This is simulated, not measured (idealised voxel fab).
Name of the process module below: voxel quadruple lines
190 nm wide, 5 nm square cells: that's cross-section cut.
Square cells in a grid make up a cross-section in this document, and the grid is given as bands, listed from the top down, each one or more rows of cells.
What a band's entry tells you: where the top is and where the bottom is, as heights in nm, and after that what lies inside, material by material from left to right, each with its width in nm. Empty space is written as the word "blank", and a single material marked with the word "full width" occupies the band from edge to edge.
For the purposes of this specification, 0 denotes the height below which the wafer in its as-received condition is composed wholly of one material, and the lowermost band, lacking a lower limit, extends downward without end, as expressed in "0 down".
It should be noted that a width expressed as "30->40" varies in equal increments from row to row of cells within the band, taking the value of the first number at the top row and that of the second number at the bottom row.
What does "no modifications" mean for a step? It means no cell of the cross-section changed in that step.
"Fully closed voids" specifies each empty space that is not open to the top and that occupies no fewer than 8 cells, using the form width x height at distance, the distance measured from the left edge and all three quantities in nm.
Post-settings text on a step line: simulator's own remark regarding the step.
"overlay nm" denotes, for a step that has a mask, the displacement of the mask to the right of its planned place, with negative values corresponding to the left.
The process steps that were planned are listed below
step 1: RECEIVE | material Si
step 2: CONFORMAL_DEP | material SiO2 | thk nm 5
step 3: DIRECTIONAL_DEP | material Ru | thk nm 10
step 4: DIRECTIONAL_DEP | material polySi | thk nm 15
step 5: DIRECTIONAL_DEP | material aC | thk nm 25
step 6: PATTERN | tone cover | mask id MANDREL | material resist | width nm 20 | thk nm 30 | overlay nm 0
step 7: DIRECTIONAL_ETCH | etch materials aC | depth nm 25
step 8: STRIP | etch materials resist
step 9: CONFORMAL_DEP | material SiO2 | thk nm 10
step 10: DIRECTIONAL_ETCH | etch materials SiO2 | depth nm 10
step 11: STRIP | etch materials aC
step 12: DIRECTIONAL_ETCH | etch materials polySi | depth nm 15
step 13: STRIP | etch materials SiO2
step 14: CONFORMAL_DEP | material SiCN | thk nm 10
step 15: DIRECTIONAL_ETCH | etch materials SiCN | depth nm 10
step 16: STRIP | etch materials polySi
step 17: DIRECTIONAL_ETCH | etch materials Ru | depth nm 10
step 18: STRIP | etch materials SiCN
For this document, wafers share an identical start and vary in the step 6 width nm; the plan quotes the first wafer's value.
Sectional view: first of several wafers, as received, after step 1
	0 down | Si full width
	Fully closed voids: none
The first of several wafers, seen in cross-section after the module's last step, step 18
	15 to 5 | blank 65 nm | Ru 10 nm | blank 10 nm | Ru 20 nm | blank 10 nm | Ru 10 nm | blank 65 nm
	5 to 0 | SiO2 full width
	0 down | Si full width
	Fully closed voids: none
Last wafer of the set, cross-sectioned at end of module
	15 to 5 | blank 55 nm | Ru 10 nm | blank 10 nm | Ru 10 nm | blank 25 nm | Ru 10 nm | blank 10 nm | Ru 10 nm | blank 50 nm
	5 to 0 | SiO2 full width
	0 down | Si full width
	Fully closed voids: none
Per wafer (row), end of module: delta in cells per material since receipt, (+) for gained, (-) for lost; closed voids after that
width nm 20 | +16 Ru | +38 SiO2 | Fully closed voids: none
width nm 25 | +16 Ru | +38 SiO2 | Fully closed voids: none
width nm 30 | +16 Ru | +38 SiO2 | Fully closed voids: none
width nm 35 | +16 Ru | +38 SiO2 | Fully closed voids: none
width nm 40 | +16 Ru | +38 SiO2 | Fully closed voids: none
width nm 45 | +16 Ru | +38 SiO2 | Fully closed voids: none
